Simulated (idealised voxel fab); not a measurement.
The name of this process module is voxel quadruple lines.
cross-section cut | 260 nm wide | cells 5 nm
Reading order for cross-sections: top band down to bottom band. Underlying form: a grid of square cells. Band size: one or more rows of cells.
Quick guide to a band line: top height, bottom height (nm) up front; then every material left to right with its width in nm. Only one material and it's marked "edge to edge"? Then it fills the band edge to edge. And "blank" just means empty space.
Height datum 0, below which the as-received substrate wafer is one material. Lowest band open at the bottom, running downward: "0 nm and below".
You'd read "30->40" like this: the band's top row of cells is as wide as the first number, its bottom row is as wide as the second, and going down, every row changes width by the same amount as the row before did.
Step marked "no change"? Then no cell in the cross-section changed in it.
"Enclosed internal cavities" enumerates empty spaces isolated from the top, with no open way to it, that contain at least 8 cells, giving each as width x height at distance from the left edge, all three in nm.
Text after the settings on a step's line: the simulator's own remark on that step.
When a step includes a mask, the "overlay nm" setting on its line states how far to the right of its planned place that mask lay, and negative values state how far to the left.
-- The following list gives the planned process steps
step 1: RECEIVE: material Si
step 2: CONFORMAL_DEP: material Al2O3, thk nm 5
step 3: DIRECTIONAL_DEP: material Ru, thk nm 10
step 4: DIRECTIONAL_DEP: material polySi, thk nm 15
step 5: DIRECTIONAL_DEP: material aC, thk nm 25
step 6: PATTERN: tone cover, mask id MANDREL, material resist, width nm 30, pitch nm 80, thk nm 35, overlay nm 0
step 7: DIRECTIONAL_ETCH: etch materials aC, depth nm 25
step 8: STRIP: etch materials resist
step 9: CONFORMAL_DEP: material SiO2, thk nm 10
step 10: DIRECTIONAL_ETCH: etch materials SiO2, depth nm 10
step 11: STRIP: etch materials aC
step 12: DIRECTIONAL_ETCH: etch materials polySi, depth nm 15
step 13: STRIP: etch materials SiO2
step 14: CONFORMAL_DEP: material SiCN, thk nm 10
step 15: DIRECTIONAL_ETCH: etch materials SiCN, depth nm 10
step 16: STRIP: etch materials polySi
step 17: DIRECTIONAL_ETCH: etch materials Ru, depth nm 10
step 18: STRIP: etch materials SiCN
-- Of two wafers, the first: run according to plan
-- Here's what the wafer looked like in cross-section when it arrived - that's after step 1
* 0 nm and below | Si edge to edge
* Enclosed internal cavities: none
-- Cross-sectional representation of the wafer at the conclusion of step 2
* 5 nm to 0 nm | Al2O3 edge to edge
* Below 0, the layers are the same as they were.
-- Cross-sectional representation of the wafer at the conclusion of step 3
* 15 nm to 5 nm | Ru edge to edge
* Below 5, the layers are the same as they were.
-- Cross-sectional representation of the wafer at the conclusion of step 4
* 30 nm to 15 nm | polySi edge to edge
* Below 15, the layers are the same as they were.
-- Cross-sectional representation of the wafer at the conclusion of step 5
* 55 nm to 30 nm | aC edge to edge
* Below 30, the layers are the same as they were.
-- Cross-sectional representation of the wafer at the conclusion of step 6
* 90 nm to 55 nm | 75 of blank  30 of resist  50 of blank  30 of resist  75 of blank
* Below 55, the layers are the same as they were.
-- Cross-sectional representation of the wafer at the conclusion of step 7
* 65 nm to 55 nm | 75 of blank  30 of resist  50 of blank  30 of resist  75 of blank
* 55 nm to 30 nm | 75 of blank  30 of aC  50 of blank  30 of aC  75 of blank
* Below 30, the layers are the same as they were.
-- Cross-sectional representation of the wafer at the conclusion of step 8
* 55 nm to 30 nm | 75 of blank  30 of aC  50 of blank  30 of aC  75 of blank
* Below 30, the layers are the same as they were.
-- Cross-sectional representation of the wafer at the conclusion of step 9
* 65 nm to 55 nm | 65 of blank  50 of SiO2  30 of blank  50 of SiO2  65 of blank
* 55 nm to 40 nm | 65 of blank  10 of SiO2  30 of aC  10 of SiO2  30 of blank  10 of SiO2  30 of aC  10 of SiO2  65 of blank
* 40 nm to 30 nm | 75 of SiO2  30 of aC  50 of SiO2  30 of aC  75 of SiO2
* Below 30, the layers are the same as they were.
-- Cross-sectional representation of the wafer at the conclusion of step 10
* 55 nm to 30 nm | 65 of blank  10 of SiO2  30 of aC  10 of SiO2  30 of blank  10 of SiO2  30 of aC  10 of SiO2  65 of blank
* Below 30, the layers are the same as they were.
-- Cross-sectional representation of the wafer at the conclusion of step 11
* 55 nm to 30 nm | 65 of blank  10 of SiO2  30 of blank  10 of SiO2  30 of blank  10 of SiO2  30 of blank  10 of SiO2  65 of blank
* Below 30, the layers are the same as they were.
-- Cross-sectional representation of the wafer at the conclusion of step 12
* 55 nm to 30 nm | 65 of blank  10 of SiO2  30 of blank  10 of SiO2  30 of blank  10 of SiO2  30 of blank  10 of SiO2  65 of blank
* 30 nm to 15 nm | 65 of blank  10 of polySi  30 of blank  10 of polySi  30 of blank  10 of polySi  30 of blank  10 of polySi  65 of blank
* Below 15, the layers are the same as they were.
-- Cross-sectional representation of the wafer at the conclusion of step 13
* 30 nm to 15 nm | 65 of blank  10 of polySi  30 of blank  10 of polySi  30 of blank  10 of polySi  30 of blank  10 of polySi  65 of blank
* Below 15, the layers are the same as they were.
-- Cross-sectional representation of the wafer at the conclusion of step 14
* 40 nm to 30 nm | 55 of blank  30 of SiCN  10 of blank  30 of SiCN  10 of blank  30 of SiCN  10 of blank  30 of SiCN  55 of blank
* 30 nm to 25 nm | 55 of blank  10 of SiCN  10 of polySi  10 of SiCN  10 of blank  10 of SiCN  10 of polySi  10 of SiCN  10 of blank  10 of SiCN  10 of polySi  10 of SiCN  10 of blank  10 of SiCN  10 of polySi  10 of SiCN  55 of blank
* 25 nm to 15 nm | 65 of SiCN  10 of polySi  30 of SiCN  10 of polySi  30 of SiCN  10 of polySi  30 of SiCN  10 of polySi  65 of SiCN
* Below 15, the layers are the same as they were.
-- Cross-sectional representation of the wafer at the conclusion of step 15
* 30 nm to 15 nm | 55 of blank  10 of SiCN  10 of polySi  10 of SiCN  10 of blank  10 of SiCN  10 of polySi  10 of SiCN  10 of blank  10 of SiCN  10 of polySi  10 of SiCN  10 of blank  10 of SiCN  10 of polySi  10 of SiCN  55 of blank
* Below 15, the layers are the same as they were.
-- Cross-sectional representation of the wafer at the conclusion of step 16
* 30 nm to 15 nm | 55 of blank  10 of SiCN  10 of blank  10 of SiCN  10 of blank  10 of SiCN  10 of blank  10 of SiCN  10 of blank  10 of SiCN  10 of blank  10 of SiCN  10 of blank  10 of SiCN  10 of blank  10 of SiCN  55 of blank
* Below 15, the layers are the same as they were.
-- Cross-sectional representation of the wafer at the conclusion of step 17
* 30 nm to 15 nm | 55 of blank  10 of SiCN  10 of blank  10 of SiCN  10 of blank  10 of SiCN  10 of blank  10 of SiCN  10 of blank  10 of SiCN  10 of blank  10 of SiCN  10 of blank  10 of SiCN  10 of blank  10 of SiCN  55 of blank
* 15 nm to 5 nm | 55 of blank  10 of Ru  10 of blank  10 of Ru  10 of blank  10 of Ru  10 of blank  10 of Ru  10 of blank  10 of Ru  10 of blank  10 of Ru  10 of blank  10 of Ru  10 of blank  10 of Ru  55 of blank
* Below 5, the layers are the same as they were.
-- Cross-sectional representation of the wafer at the conclusion of step 18
* 15 nm to 5 nm | 55 of blank  10 of Ru  10 of blank  10 of Ru  10 of blank  10 of Ru  10 of blank  10 of Ru  10 of blank  10 of Ru  10 of blank  10 of Ru  10 of blank  10 of Ru  10 of blank  10 of Ru  55 of blank
* Below 5, the layers are the same as they were.
-- The Second Wafer: Common Origin and Plan, One Mistake in Execution, Identical to the First Through Step 15
-- Second wafer: cross-section at the scheduled end of step 16
* 30 nm to 15 nm | 55 of blank  10 of SiCN  10 of polySi  10 of SiCN  10 of blank  10 of SiCN  10 of polySi  10 of SiCN  10 of blank  10 of SiCN  10 of polySi  10 of SiCN  10 of blank  10 of SiCN  10 of polySi  10 of SiCN  55 of blank
* 15 nm to 5 nm | 55 of blank  30 of Ru  10 of blank  30 of Ru  10 of blank  30 of Ru  10 of blank  30 of Ru  55 of blank
* Below 5, the layers are the same as they were.
-- Second wafer: cross-section at the scheduled end of step 17
* 30 nm to 15 nm | 55 of blank  10 of SiCN  10 of blank  10 of SiCN  10 of blank  10 of SiCN  10 of blank  10 of SiCN  10 of blank  10 of SiCN  10 of blank  10 of SiCN  10 of blank  10 of SiCN  10 of blank  10 of SiCN  55 of blank
* Below 15, the layers are the same as they were.
-- Second wafer: cross-section at the scheduled end of step 18
* 15 nm to 5 nm | 55 of blank  30 of Ru  10 of blank  30 of Ru  10 of blank  30 of Ru  10 of blank  30 of Ru  55 of blank
* Below 5, the layers are the same as they were.
Run error: mixed up steps 16 and 17 - ran each in the other's place
Looking at both finished wafers in cells, the second ends up ahead of or behind the first on some materials: +16 Ru
